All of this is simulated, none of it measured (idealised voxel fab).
A process module follows: voxel fin reveal.
Xsec cut, 295 nm wide, square cell size 5 nm.
Reading order for cross-sections: top band down to bottom band. Underlying form: a grid of square cells. Band size: one or more rows of cells. The band entry comprises the height of the band's top followed by the height of its bottom, expressed in nm, and subsequently the band's materials from left to right, each stated together with its width in nm. Where a single material is marked with the word "throughout", that material fills the band from edge to edge. The word "empty" represents empty space. The level at which height equals 0 is the one under which the wafer, as it arrives, is entirely one material. No lower edge exists for the bottom band, which continues downward and is notated as in "0..down". The expression "30->40" gives the width at the extremes of the band, the first number at its top row of cells and the second at its bottom row, with the width changing by equal amounts from each row to the next in between. Reading "left unchanged" for a step: not a cell of the cross-section changed in it. Entry "Trapped cavities" = empty spaces >= 8 cells with no open way to the top; each as width x height at distance, distance from left edge, all nm. If you see something after the settings on a step's line, that's the simulator's own remark about that step. The setting "overlay nm" may be written on the line of a step. When the step uses a mask, the value reports how far to the right of the planned place the mask lay, and a negative value reports that it lay to the left.
Planned process steps
1. op RECEIVE | material Si
2. op CONFORMAL_DEP | material SiN | thk nm 5
3. op PATTERN | tone cover | mask id FINS | material resist | width nm 15 | pitch nm 35 | thk nm 15 | overlay nm 0
4. op DIRECTIONAL_ETCH | etch materials SiN | depth nm 5
5. op DIRECTIONAL_ETCH | etch materials Si | depth nm 40
6. op STRIP | etch materials resist
7. op OXIDIZE | depth nm 5
8. op FILL_DEP | material SiO2 | thk nm 5
9. op CMP | height nm 5
10. op SELECTIVE_ETCH | etch materials SiO2 | depth nm 20
11. op STRIP | etch materials SiN
12. op CONFORMAL_DEP | material SiO2 | thk nm 5
As received, after step 1
0..down | Si throughout
Trapped cavities: none
Module complete, cross-section. Starting point and plan per above. One mistake made in running the module
5..0 | 120 nm empty; 15 nm SiN; 20 nm empty; 15 nm SiN; 125 nm empty
0..-10 | 120 nm empty; 5 nm SiN; 5 nm Si; 5 nm SiN; 20 nm empty; 5 nm SiN; 5 nm Si; 5 nm SiN; 125 nm empty
-10..-15 | 125 nm SiN; 5 nm Si; 30 nm SiN; 5 nm Si; 130 nm SiN
-15..-45 | 125 nm SiO2; 5 nm Si; 30 nm SiO2; 5 nm Si; 130 nm SiO2
-45..down | Si throughout
Trapped cavities: none
Which mistake was made when the wafer was run? the process deviated at step 12: the operation and settings actually run there were op CONFORMAL_DEP | material SiN | thk nm 5
